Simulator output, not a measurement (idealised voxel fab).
Process module name: voxel transistor to metal
In the cross-section labelled cut, the width is 140 nm and each square cell is 5 nm.
Heads up, the way a cross-section reads in here is a grid of square cells, handed over as bands from the top down, with every band being one or more rows of cells. It is stipulated that each band's entry specify, in nanometres, the height of the top of the band and then that of its bottom, followed by the materials of the band in left-to-right sequence, each together with its width in nanometres. A single material marked by the word "throughout" is understood to fill the band from edge to edge; the word "air" is understood to denote empty space. Counting heights begins at 0, where everything beneath is, in the wafer as received, one material. The lowest band has no bottom; it goes on downwards, as "top 0, no bottom" shows. Think of "30->40" as a width that walks from the first number to the second as you go down the band, top row to bottom row, taking equal-sized steps from row to row. "nothing was modified" -> step changed no cross-section cell. Each empty space that has no open way to the top and spans at least 8 cells appears under "Completely sealed voids" as width x height at distance, the distance counted from the left edge, all in nm. Heads up: the bit after the settings on a step's line is the simulator's remark on that step. The setting "overlay nm" may be written on the line of a step. When the step uses a mask, the value reports how far to the right of the planned place the mask lay, and a negative value reports that it lay to the left.

The steps planned for the process are as follows:
1 RECEIVE | material Si
2 OXIDIZE | depth nm 5
3 CONFORMAL_DEP | material SiN | thk nm 10
4 PATTERN | tone cover | mask id ACTIVE | material resist | width nm 105 | thk nm 15 | overlay nm 0
5 DIRECTIONAL_ETCH | etch materials SiN | depth nm 10
6 DIRECTIONAL_ETCH | etch materials SiO2 | depth nm 5
7 DIRECTIONAL_ETCH | etch materials Si | depth nm 25
8 STRIP | etch materials resist
9 OXIDIZE | depth nm 5
10 FILL_DEP | material SiO2 | thk nm 5
11 CMP | height nm 10
12 SELECTIVE_ETCH | etch materials SiO2 | depth nm 10
13 STRIP | etch materials SiN
14 SELECTIVE_ETCH | etch materials SiO2 | depth nm 5
15 OXIDIZE | depth nm 5
16 DIRECTIONAL_DEP | material polySi | thk nm 25
17 DIRECTIONAL_DEP | material SiCN | thk nm 15
18 PATTERN | tone cover | mask id GATE | material resist | width nm 15 | thk nm 20 | overlay nm 0
19 DIRECTIONAL_ETCH | etch materials SiCN | depth nm 25
20 DIRECTIONAL_ETCH | etch materials polySi | depth nm 35
21 STRIP | etch materials resist
22 CONFORMAL_DEP | material SiO2 | thk nm 5
23 DIRECTIONAL_ETCH | etch materials SiO2 | depth nm 5
24 CONFORMAL_DEP | material SiN | thk nm 5
25 DIRECTIONAL_ETCH | etch materials SiN | depth nm 5
26 DIRECTIONAL_ETCH | etch materials SiO2 | depth nm 5
27 DIRECTIONAL_ETCH | etch materials Si | depth nm 10
28 EPI | material SiGe | thk nm 10
29 FILL_DEP | material SiO2 | thk nm 10
30 CMP | height nm 35
31 DIRECTIONAL_DEP | material SiO2 | thk nm 15
32 MASKED_ETCH | tone open | mask id CONTACT | width nm 20 | pitch nm 75 | etch materials SiO2 | depth nm 60 | overlay nm 0
33 CONFORMAL_DEP | material TiN | thk nm 5
34 FILL_DEP | material W | thk nm 5
35 CMP | height nm 50
36 CONFORMAL_DEP | material SiN | thk nm 5
37 DIRECTIONAL_DEP | material SiO2 | thk nm 25
38 MASKED_ETCH | tone open | mask id METAL_1 | width nm 20 | pitch nm 75 | etch materials SiO2 | depth nm 25 | overlay nm 0
39 MASKED_ETCH | tone open | mask id METAL_1 | width nm 20 | pitch nm 75 | etch materials SiN | depth nm 5 | overlay nm 0
40 CONFORMAL_DEP | material TiN | thk nm 5
41 FILL_DEP | material Cu | thk nm 10
42 CMP | height nm 80
43 CONFORMAL_DEP | material SiCN | thk nm 5
44 DIRECTIONAL_DEP | material SiO2 | thk nm 35
45 MASKED_ETCH | tone open | mask id METAL_2_HOLES | width nm 15 | pitch nm 75 | etch materials SiO2 | depth nm 35 | overlay nm 0
46 DIRECTIONAL_DEP | material aC | thk nm 15
47 PATTERN | tone open | mask id METAL_2 | material resist | width nm 20 | pitch nm 75 | thk nm 35 | overlay nm 0
48 DIRECTIONAL_ETCH | etch materials aC | depth nm 15
49 STRIP | etch materials resist
50 DIRECTIONAL_ETCH | etch materials SiO2 | depth nm 20
51 DIRECTIONAL_ETCH | etch materials SiCN | depth nm 5
52 STRIP | etch materials aC
53 CONFORMAL_DEP | material TiN | thk nm 5
54 FILL_DEP | material Ru | thk nm 10
55 CMP | height nm 120
56 CONFORMAL_DEP | material SiN | thk nm 5

Shown in cross-section is the wafer as received, that is, as it stands after step 1:
* top 0, no bottom = Si throughout
* Completely sealed voids: none

Here's the wafer cut in cross-section after the module, started and planned just like above, except one thing was done wrong in the run:
* top 125, bottom 120 = SiN throughout
* top 120, bottom 105 = SiO2=20; TiN=5; Ru=10; TiN=5; SiO2=55; TiN=5; Ru=10; TiN=5; SiO2=25
* top 105, bottom 100 = SiO2=20; TiN=5; Ru=5; TiN=10; SiO2=55; TiN=5; Ru=5; TiN=10; SiO2=25
* top 100, bottom 85 = SiO2=20; TiN=5; Ru=5; TiN=5; SiO2=60; TiN=5; Ru=5; TiN=5; SiO2=30
* top 85, bottom 80 = SiCN=20; TiN=15; SiCN=60; TiN=15; SiCN=30
* top 80, bottom 55 = SiO2=20; TiN=5; Cu=10; TiN=5; SiO2=55; TiN=5; Cu=10; TiN=5; SiO2=25
* top 55, bottom 50 = SiN=20; TiN=20; SiN=55; TiN=20; SiN=25
* top 50, bottom 35 = SiO2=20; TiN=5; W=10; TiN=5; SiO2=55; TiN=5; W=10; TiN=5; SiO2=25
* top 35, bottom 25 = SiO2=20; TiN=5; W=10; TiN=5; SiO2=15; SiN=5; SiCN=15; SiN=5; SiO2=15; TiN=5; W=10; TiN=5; SiO2=25
* top 25, bottom 20 = SiO2=20; TiN=5; W=10; TiN=5; SiO2=10; SiN=5; SiO2=5; SiCN=15; SiO2=5; SiN=5; SiO2=10; TiN=5; W=10; TiN=5; SiO2=25
* top 20, bottom 0 = SiO2=20; TiN=5; W=10; TiN=5; SiO2=10; SiN=5; SiO2=5; polySi=15; SiO2=5; SiN=5; SiO2=10; TiN=5; W=10; TiN=5; SiO2=25
* top 0, bottom -5 = SiO2=20; TiN=5; W=10; TiN=5; SiGe=10; SiN=5; SiO2=5; polySi=15; SiO2=5; SiN=5; SiGe=10; TiN=5; W=10; TiN=5; SiO2=25
* top -5, bottom -10 = SiO2=20; TiN=20; SiGe=10; SiN=5; SiO2=25; SiN=5; SiGe=10; TiN=20; SiO2=25
* top -10, bottom -15 = SiO2=15; SiN=5; SiGe=30; Si=35; SiGe=30; SiN=5; SiO2=20
* top -15, bottom -20 = SiO2=20; SiGe=30; Si=35; SiGe=30; SiO2=25
* top -20, bottom -35 = SiO2=20; Si=95; SiO2=25
* top -35, no bottom = Si throughout
* Completely sealed voids: none
Want to know what went wrong? it should be noted that step 23 was executed with settings other than those planned, the operation and settings actually applied being DIRECTIONAL_ETCH | etch materials SiO2 | depth nm 15
